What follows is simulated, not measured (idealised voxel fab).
Process module, titled voxel capacitor over wiring
Cross-section cut spans 245 nm and uses square cells 5 nm in size.
Cross-section, as written here: a square-cell grid given band by band from the top down, where a band holds one or more rows of cells.
Per band: top height and bottom height in nm, followed by the left-to-right materials and their widths in nm; "edge to edge" marks a single material spanning edge to edge, "empty" marks empty space.
Heights are expressed relative to 0, this being the level below which the as-received wafer comprises one material exclusively. The lowest band is unbounded in the downward direction and is denoted as in "0 nm and below".
You'd read "30->40" like this: the band's top row of cells is as wide as the first number, its bottom row is as wide as the second, and going down, every row changes width by the same amount as the row before did.
A step reported as "remained unchanged" is a step in which no cell of the cross-section changed.
Under "Sealed internal cavities" you'll find the enclosed gaps, the ones with no way out to the top, that are 8 cells or bigger; each reads width x height at distance, with distance counted from the left edge, everything in nm.
Heads up: the bit after the settings on a step's line is the simulator's remark on that step.
"overlay nm" answers the question of how far to the right of plan the mask lay on a step that has a mask, and when it is negative the answer is to the left.
List of planned process steps:
| 1 | RECEIVE (material Si) |
| 2 | CONFORMAL_DEP (material SiO2; thk nm 15) |
| 3 | DIRECTIONAL_DEP (material TiN; thk nm 5) |
| 4 | DIRECTIONAL_DEP (material W; thk nm 25) |
| 5 | DIRECTIONAL_DEP (material aC; thk nm 10) |
| 6 | PATTERN (tone cover; mask id METAL_1; material resist; width nm 25; pitch nm 80; thk nm 30; overlay nm 0) |
| 7 | DIRECTIONAL_ETCH (etch materials aC; depth nm 10) |
| 8 | STRIP (etch materials resist) |
| 9 | DIRECTIONAL_ETCH (etch materials W; depth nm 25) |
| 10 | DIRECTIONAL_ETCH (etch materials TiN; depth nm 5) |
| 11 | STRIP (etch materials aC) |
| 12 | CONFORMAL_DEP (material SiCN; thk nm 5) |
| 13 | FILL_DEP (material lowk; thk nm 10) |
| 14 | CMP (height nm 45) |
| 15 | CONFORMAL_DEP (material SiCN; thk nm 5) |
| 16 | DIRECTIONAL_DEP (material lowk; thk nm 10) |
| 17 | DIRECTIONAL_DEP (material aC; thk nm 10) |
| 18 | PATTERN (tone open; mask id PLUG_1; material resist; width nm 15; thk nm 30; overlay nm 0) |
| 19 | DIRECTIONAL_ETCH (etch materials aC; depth nm 10) |
| 20 | STRIP (etch materials resist) |
| 21 | DIRECTIONAL_ETCH (etch materials lowk; depth nm 10) |
| 22 | DIRECTIONAL_ETCH (etch materials SiCN; depth nm 5) |
| 23 | STRIP (etch materials aC) |
| 24 | CONFORMAL_DEP (material TiN; thk nm 5) |
| 25 | FILL_DEP (material Cu; thk nm 5) |
| 26 | CMP (height nm 60) |
| 27 | DIRECTIONAL_DEP (material TiN; thk nm 5) |
| 28 | DIRECTIONAL_DEP (material SiN; thk nm 5) |
| 29 | DIRECTIONAL_DEP (material TiN; thk nm 5) |
| 30 | DIRECTIONAL_DEP (material aC; thk nm 10) |
| 31 | PATTERN (tone cover; mask id UPPER_PLATE; material resist; width nm 60; thk nm 30; overlay nm 0) |
| 32 | DIRECTIONAL_ETCH (etch materials aC; depth nm 10) |
| 33 | STRIP (etch materials resist) |
| 34 | DIRECTIONAL_ETCH (etch materials TiN; depth nm 5) |
| 35 | DIRECTIONAL_ETCH (etch materials SiN; depth nm 5) |
| 36 | STRIP (etch materials aC) |
| 37 | PATTERN (tone cover; mask id LOWER_PLATE; material resist; width nm 70; thk nm 20; overlay nm 0) |
| 38 | DIRECTIONAL_ETCH (etch materials TiN; depth nm 5) |
| 39 | STRIP (etch materials resist) |
| 40 | FILL_DEP (material SiO2; thk nm 20) |
| 41 | CMP (height nm 90) |
| 42 | MASKED_ETCH (tone open; mask id PLUG_2; width nm 15; etch materials SiO2; depth nm 15; overlay nm 0) |
| 43 | CONFORMAL_DEP (material TiN; thk nm 5) |
| 44 | FILL_DEP (material Cu; thk nm 10) |
| 45 | CMP (height nm 90) |
| 46 | CONFORMAL_DEP (material SiN; thk nm 5) |
The cross-section here shows the wafer as received, i.e. in its state after step 1:
  0 nm and below | Si edge to edge
  Sealed internal cavities: none
First of two wafers: cross-section at end of module, run per plan:
  95 nm to 90 nm | SiN edge to edge
  90 nm to 80 nm | SiO2=90  TiN=5  Cu=5  TiN=5  SiO2=140
  80 nm to 70 nm | SiO2=90->80  TiN=15->60  SiO2=140->105
  70 nm to 65 nm | SiO2=80  SiN=60  SiO2=105
  65 nm to 60 nm | SiO2=75  TiN=70  SiO2=100
  60 nm to 50 nm | lowk=80  TiN=5  Cu=5  TiN=5  lowk=150
  50 nm to 45 nm | SiCN=80  TiN=15  SiCN=150
  45 nm to 20 nm | lowk=65  SiCN=5  W=25  SiCN=5  lowk=45  SiCN=5  W=25  SiCN=5  lowk=65
  20 nm to 15 nm | SiCN=70  TiN=25  SiCN=55  TiN=25  SiCN=70
  15 nm to 0 nm | SiO2 edge to edge
  0 nm and below | Si edge to edge
  Sealed internal cavities: none
This is the second of the two wafers, cross-sectioned at the end of the module; it started exactly like the first and was given the same plan, but it was run with one mistake:
  95 nm to 90 nm | SiN edge to edge
  90 nm to 80 nm | SiO2=90  TiN=5  Cu=5  TiN=5  SiO2=140
  80 nm to 70 nm | SiO2=90->80  TiN=15->60  SiO2=140->105
  70 nm to 65 nm | SiO2=80  SiN=60  SiO2=105
  65 nm to 60 nm | SiO2=75  TiN=70  SiO2=100
  60 nm to 50 nm | lowk=80  TiN=5  Cu=5  TiN=5  lowk=150
  50 nm to 45 nm | SiCN=80  TiN=15  SiCN=150
  45 nm to 35 nm | lowk=65  SiCN=5  W=25  SiCN=5  lowk=45  SiCN=5  W=25  SiCN=5  lowk=65
  35 nm to 30 nm | SiCN=70  TiN=25  SiCN=55  TiN=25  SiCN=70
  30 nm to 0 nm | SiO2 edge to edge
  0 nm and below | Si edge to edge
  Sealed internal cavities: none
Misprocessing identified: step 2 was run twice
End check, counted in cells, second wafer has more or fewer of these materials than the first: SiCN -12; SiO2 +147; W -30; lowk -105
